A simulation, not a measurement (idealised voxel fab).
This is a process module. Its name is voxel self aligned vias.
Displayed cross-section: cut, width of 190 nm, square cells sized 5 nm.
In this document a cross-section is written as a grid of square cells. It is given as a series of bands, listed from the top down, and a band is one or more rows of cells.
Quick guide to a band line: top height, bottom height (nm) up front; then every material left to right with its width in nm. Only one material and it's marked "everywhere"? Then it fills the band edge to edge. And "empty" just means empty space.
Height datum 0, below which the as-received substrate wafer is one material. Lowest band open at the bottom, running downward: "0 -> down".
So if you see something like "30..40" for the width, read it as the top row of the band sitting at the first number and the bottom row at the second, with every row in between moving by the same amount as the last.
"nothing different" for a step: no cell of the cross-section changed in that step.
Any empty space of 8 cells or more lacking an open way to the top shows up in "Closed void register" as width x height at distance, distance from the left edge, in nm.
The remark found on a step's line after its settings is issued by the simulator itself and pertains to that step.
What "overlay nm" on a step's line means: if the step has a mask, that mask lay this far to the right of its planned place, or, when the value is negative, to the left.

Here's what the planned process steps look like:
1: RECEIVE (material Si)
2: CONFORMAL_DEP (material SiO2; thk nm 15)
3: CONFORMAL_DEP (material SiCN; thk nm 5)
4: DIRECTIONAL_DEP (material lowk; thk nm 25)
5: PATTERN (tone open; mask id LINES; material resist; width nm 30; pitch nm 60; thk nm 20; overlay nm 0)
6: DIRECTIONAL_ETCH (etch materials lowk; depth nm 25)
7: STRIP (etch materials resist)
8: CONFORMAL_DEP (material TiN; thk nm 5)
9: FILL_DEP (material Ru; thk nm 10)
10: CMP (height nm 45)
11: SELECTIVE_ETCH (etch materials W Ru TiN; depth nm 10)
12: FILL_DEP (material SiN; thk nm 5)
13: CMP (height nm 45)
14: DIRECTIONAL_DEP (material lowk; thk nm 20)
15: PATTERN (tone open; mask id VIAS; material resist; width nm 40; pitch nm 60; thk nm 20; overlay nm 0)
16: DIRECTIONAL_ETCH (etch materials lowk; depth nm 20)
17: DIRECTIONAL_ETCH (etch materials SiN; depth nm 10)
18: STRIP (etch materials resist)
19: CONFORMAL_DEP (material TiN; thk nm 5)
20: FILL_DEP (material Cu; thk nm 10)
21: CMP (height nm 65)
22: CONFORMAL_DEP (material SiN; thk nm 5)

First of two wafers, with the run carried out as planned:

The cross-section here shows the wafer as received, i.e. in its state after step 1:
    0 -> down: Si everywhere
    Closed void register: none

Cross-section of the wafer subsequent to step 2:
    15 -> 0: SiO2 everywhere
    below 0: unchanged

Cross-section of the wafer subsequent to step 3:
    20 -> 15: SiCN everywhere
    below 15: unchanged

Cross-section of the wafer subsequent to step 4:
    45 -> 20: lowk everywhere
    below 20: unchanged

Cross-section of the wafer subsequent to step 5:
    65 -> 45: resist 20 nm, empty 30 nm, resist 30 nm, empty 30 nm, resist 30 nm, empty 30 nm, resist 20 nm
    below 45: unchanged

Cross-section of the wafer subsequent to step 6:
    65 -> 45: resist 20 nm, empty 30 nm, resist 30 nm, empty 30 nm, resist 30 nm, empty 30 nm, resist 20 nm
    45 -> 20: lowk 20 nm, empty 30 nm, lowk 30 nm, empty 30 nm, lowk 30 nm, empty 30 nm, lowk 20 nm
    below 20: unchanged

Cross-section of the wafer subsequent to step 7:
    45 -> 20: lowk 20 nm, empty 30 nm, lowk 30 nm, empty 30 nm, lowk 30 nm, empty 30 nm, lowk 20 nm
    below 20: unchanged

Cross-section of the wafer subsequent to step 8:
    50 -> 45: TiN 25 nm, empty 20 nm, TiN 40 nm, empty 20 nm, TiN 40 nm, empty 20 nm, TiN 25 nm
    45 -> 25: lowk 20 nm, TiN 5 nm, empty 20 nm, TiN 5 nm, lowk 30 nm, TiN 5 nm, empty 20 nm, TiN 5 nm, lowk 30 nm, TiN 5 nm, empty 20 nm, TiN 5 nm, lowk 20 nm
    25 -> 20: lowk 20 nm, TiN 30 nm, lowk 30 nm, TiN 30 nm, lowk 30 nm, TiN 30 nm, lowk 20 nm
    below 20: unchanged

Cross-section of the wafer subsequent to step 9:
    60 -> 50: Ru everywhere
    50 -> 45: TiN 25 nm, Ru 20 nm, TiN 40 nm, Ru 20 nm, TiN 40 nm, Ru 20 nm, TiN 25 nm
    45 -> 25: lowk 20 nm, TiN 5 nm, Ru 20 nm, TiN 5 nm, lowk 30 nm, TiN 5 nm, Ru 20 nm, TiN 5 nm, lowk 30 nm, TiN 5 nm, Ru 20 nm, TiN 5 nm, lowk 20 nm
    below 25: unchanged

Cross-section of the wafer subsequent to step 10:
    45 -> 25: lowk 20 nm, TiN 5 nm, Ru 20 nm, TiN 5 nm, lowk 30 nm, TiN 5 nm, Ru 20 nm, TiN 5 nm, lowk 30 nm, TiN 5 nm, Ru 20 nm, TiN 5 nm, lowk 20 nm
    below 25: unchanged

Cross-section of the wafer subsequent to step 11:
    45 -> 35: lowk 20 nm, empty 30 nm, lowk 30 nm, empty 30 nm, lowk 30 nm, empty 30 nm, lowk 20 nm
    below 35: unchanged

Cross-section of the wafer subsequent to step 12:
    50 -> 45: SiN everywhere
    45 -> 35: lowk 20 nm, SiN 30 nm, lowk 30 nm, SiN 30 nm, lowk 30 nm, SiN 30 nm, lowk 20 nm
    below 35: unchanged

Cross-section of the wafer subsequent to step 13:
    45 -> 35: lowk 20 nm, SiN 30 nm, lowk 30 nm, SiN 30 nm, lowk 30 nm, SiN 30 nm, lowk 20 nm
    below 35: unchanged

Cross-section of the wafer subsequent to step 14:
    65 -> 45: lowk everywhere
    below 45: unchanged

Cross-section of the wafer subsequent to step 15:
    85 -> 65: resist 15 nm, empty 40 nm, resist 20 nm, empty 40 nm, resist 20 nm, empty 40 nm, resist 15 nm
    below 65: unchanged

Cross-section of the wafer subsequent to step 16:
    85 -> 65: resist 15 nm, empty 40 nm, resist 20 nm, empty 40 nm, resist 20 nm, empty 40 nm, resist 15 nm
    65 -> 45: lowk 15 nm, empty 40 nm, lowk 20 nm, empty 40 nm, lowk 20 nm, empty 40 nm, lowk 15 nm
    below 45: unchanged

Cross-section of the wafer subsequent to step 17:
    85 -> 65: resist 15 nm, empty 40 nm, resist 20 nm, empty 40 nm, resist 20 nm, empty 40 nm, resist 15 nm
    65 -> 45: lowk 15 nm, empty 40 nm, lowk 20 nm, empty 40 nm, lowk 20 nm, empty 40 nm, lowk 15 nm
    45 -> 35: lowk 20 nm, empty 30 nm, lowk 30 nm, empty 30 nm, lowk 30 nm, empty 30 nm, lowk 20 nm
    below 35: unchanged

Cross-section of the wafer subsequent to step 18:
    65 -> 45: lowk 15 nm, empty 40 nm, lowk 20 nm, empty 40 nm, lowk 20 nm, empty 40 nm, lowk 15 nm
    below 45: unchanged

Cross-section of the wafer subsequent to step 19:
    70 -> 65: TiN 20 nm, empty 30 nm, TiN 30 nm, empty 30 nm, TiN 30 nm, empty 30 nm, TiN 20 nm
    65 -> 50: lowk 15 nm, TiN 5 nm, empty 30 nm, TiN 5 nm, lowk 20 nm, TiN 5 nm, empty 30 nm, TiN 5 nm, lowk 20 nm, TiN 5 nm, empty 30 nm, TiN 5 nm, lowk 15 nm
    50 -> 40: lowk 15..20 nm, TiN 10..5 nm, empty 20 nm, TiN 10..5 nm, lowk 20..30 nm, TiN 10..5 nm, empty 20 nm, TiN 10..5 nm, lowk 20..30 nm, TiN 10..5 nm, empty 20 nm, TiN 10..5 nm, lowk 15..20 nm
    40 -> 35: lowk 20 nm, TiN 30 nm, lowk 30 nm, TiN 30 nm, lowk 30 nm, TiN 30 nm, lowk 20 nm
    below 35: unchanged

Cross-section of the wafer subsequent to step 20:
    80 -> 70: Cu everywhere
    70 -> 65: TiN 20 nm, Cu 30 nm, TiN 30 nm, Cu 30 nm, TiN 30 nm, Cu 30 nm, TiN 20 nm
    65 -> 50: lowk 15 nm, TiN 5 nm, Cu 30 nm, TiN 5 nm, lowk 20 nm, TiN 5 nm, Cu 30 nm, TiN 5 nm, lowk 20 nm, TiN 5 nm, Cu 30 nm, TiN 5 nm, lowk 15 nm
    50 -> 40: lowk 15..20 nm, TiN 10..5 nm, Cu 20 nm, TiN 10..5 nm, lowk 20..30 nm, TiN 10..5 nm, Cu 20 nm, TiN 10..5 nm, lowk 20..30 nm, TiN 10..5 nm, Cu 20 nm, TiN 10..5 nm, lowk 15..20 nm
    below 40: unchanged

Cross-section of the wafer subsequent to step 21:
    65 -> 50: lowk 15 nm, TiN 5 nm, Cu 30 nm, TiN 5 nm, lowk 20 nm, TiN 5 nm, Cu 30 nm, TiN 5 nm, lowk 20 nm, TiN 5 nm, Cu 30 nm, TiN 5 nm, lowk 15 nm
    below 50: unchanged

Cross-section of the wafer subsequent to step 22:
    70 -> 65: SiN everywhere
    below 65: unchanged

Second of two: same start, same plan, one run error; steps up to and including 20 match the first:

Cross-section of the second wafer at the time by which step 21 should have been completed according to the plan:
    60 -> 50: lowk 15 nm, TiN 5 nm, Cu 30 nm, TiN 5 nm, lowk 20 nm, TiN 5 nm, Cu 30 nm, TiN 5 nm, lowk 20 nm, TiN 5 nm, Cu 30 nm, TiN 5 nm, lowk 15 nm
    below 50: unchanged

Cross-section of the second wafer at the time by which step 22 should have been completed according to the plan:
    65 -> 60: SiN everywhere
    below 60: unchanged
Want to know what went wrong? for step 21, the planned setting was not used; the step was instead run as CMP (height nm 60)
Materials where the second wafer ends with more or fewer cells than the first: -18 Cu; -6 TiN; -14 lowk
